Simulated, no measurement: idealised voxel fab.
process module | voxel capacitor over wiring
cross-section cut | 240 nm wide | cells 5 nm
A cross-section is a grid of square cells, given in bands from the top down. A band is one or more rows of cells.
Each band's line starts with the height of the band's top and of its bottom, in nm. Then come its materials from left to right, each with its width in nm. One material with "throughout" fills the band from edge to edge. "air" is empty space.
Height 0 is the level under which the wafer as received is all one material. The lowest band goes on downwards, as in "0 down".
A width such as "30 to 40" changes by the same amount from each row of cells to the next, from the band's top row to its bottom row.
"no change" after a step means that no cell of the cross-section changed.
closed voids: empty space of 8 cells or more with no open way to the top, each as width x height at its distance from the left edge, in nm
after a step's settings: what the simulator itself notes on the step
overlay nm, on a step with a mask: how far to the right of its planned place the mask lay; to the left if negative
plan
1 op RECEIVE | material Si
2 op CONFORMAL_DEP | material SiO2 | thk nm 10
3 op CONFORMAL_DEP | material SiN | thk nm 5
4 op DIRECTIONAL_DEP | material lowk | thk nm 25
5 op MASKED_ETCH | tone open | mask id METAL_1 | width nm 20 | pitch nm 80 | etch materials lowk | depth nm 25 | overlay nm 0
6 op MASKED_ETCH | tone open | mask id METAL_1 | width nm 20 | pitch nm 80 | etch materials SiN | depth nm 5 | overlay nm 0
7 op CONFORMAL_DEP | material TiN | thk nm 5
8 op FILL_DEP | material Cu | thk nm 5
9 op CMP | height nm 40
10 op EPI | material Ru | thk nm 5
11 op FILL_DEP | material SiCN | thk nm 5
12 op DIRECTIONAL_DEP | material SiO2 | thk nm 10
13 op PATTERN | tone open | mask id PLUG_1 | material resist | width nm 15 | thk nm 15 | overlay nm 0
14 op DIRECTIONAL_ETCH | etch materials SiO2 | depth nm 10
15 op DIRECTIONAL_ETCH | etch materials SiCN | depth nm 5
16 op STRIP | etch materials resist
17 op CONFORMAL_DEP | material TiN | thk nm 5
18 op FILL_DEP | material Ru | thk nm 5
19 op CMP | height nm 60
20 op DIRECTIONAL_DEP | material TiN | thk nm 5
21 op DIRECTIONAL_DEP | material HfO2 | thk nm 5
22 op DIRECTIONAL_DEP | material TiN | thk nm 10
23 op MASKED_ETCH | tone cover | mask id UPPER_PLATE | width nm 65 | etch materials TiN | depth nm 10 | overlay nm 0
24 op MASKED_ETCH | tone cover | mask id UPPER_PLATE | width nm 65 | etch materials HfO2 | depth nm 5 | overlay nm 0
25 op MASKED_ETCH | tone cover | mask id LOWER_PLATE | width nm 75 | etch materials TiN | depth nm 5 | overlay nm 0
26 op FILL_DEP | material SiO2 | thk nm 20
27 op CMP | height nm 95
28 op PATTERN | tone open | mask id PLUG_2 | material resist | width nm 15 | thk nm 20 | overlay nm 0
29 op DIRECTIONAL_ETCH | etch materials SiO2 | depth nm 15
30 op STRIP | etch materials resist
31 op CONFORMAL_DEP | material TiN | thk nm 5
32 op FILL_DEP | material Cu | thk nm 5
33 op CMP | height nm 95
34 op CONFORMAL_DEP | material SiCN | thk nm 5
as received, after step 1
  0 down: Si throughout
  closed voids: none
a wafer at the end: this start, this plan, one mistake
  100 to 95: SiCN throughout
  95 to 85: SiO2 85 | TiN 5 | Cu 5 | TiN 5 | SiO2 140
  85 to 80: SiO2 85 | TiN 15 | SiO2 140
  80 to 70: SiO2 75 | TiN 65 | SiO2 100
  70 to 65: SiO2 75 | HfO2 65 | SiO2 100
  65 to 60: SiO2 70 | TiN 75 | SiO2 95
  60 to 50: SiO2 75 | TiN 5 | Ru 5 | TiN 5 | SiO2 150
  50 to 45: SiCN 75 | TiN 15 | SiCN 150
  45 to 40: Ru throughout
  40 to 35: Cu throughout
  35 to 30: TiN 75 | Cu 10 | TiN 70 | Cu 10 | TiN 75
  30 to 5: lowk 70 | TiN 5 | Cu 10 | TiN 5 | lowk 60 | TiN 5 | Cu 10 | TiN 5 | lowk 70
  5 to 0: SiN 70 | TiN 20 | SiN 60 | TiN 20 | SiN 70
  0 down: Si throughout
  closed voids: none
what went wrong: step 2 was left out
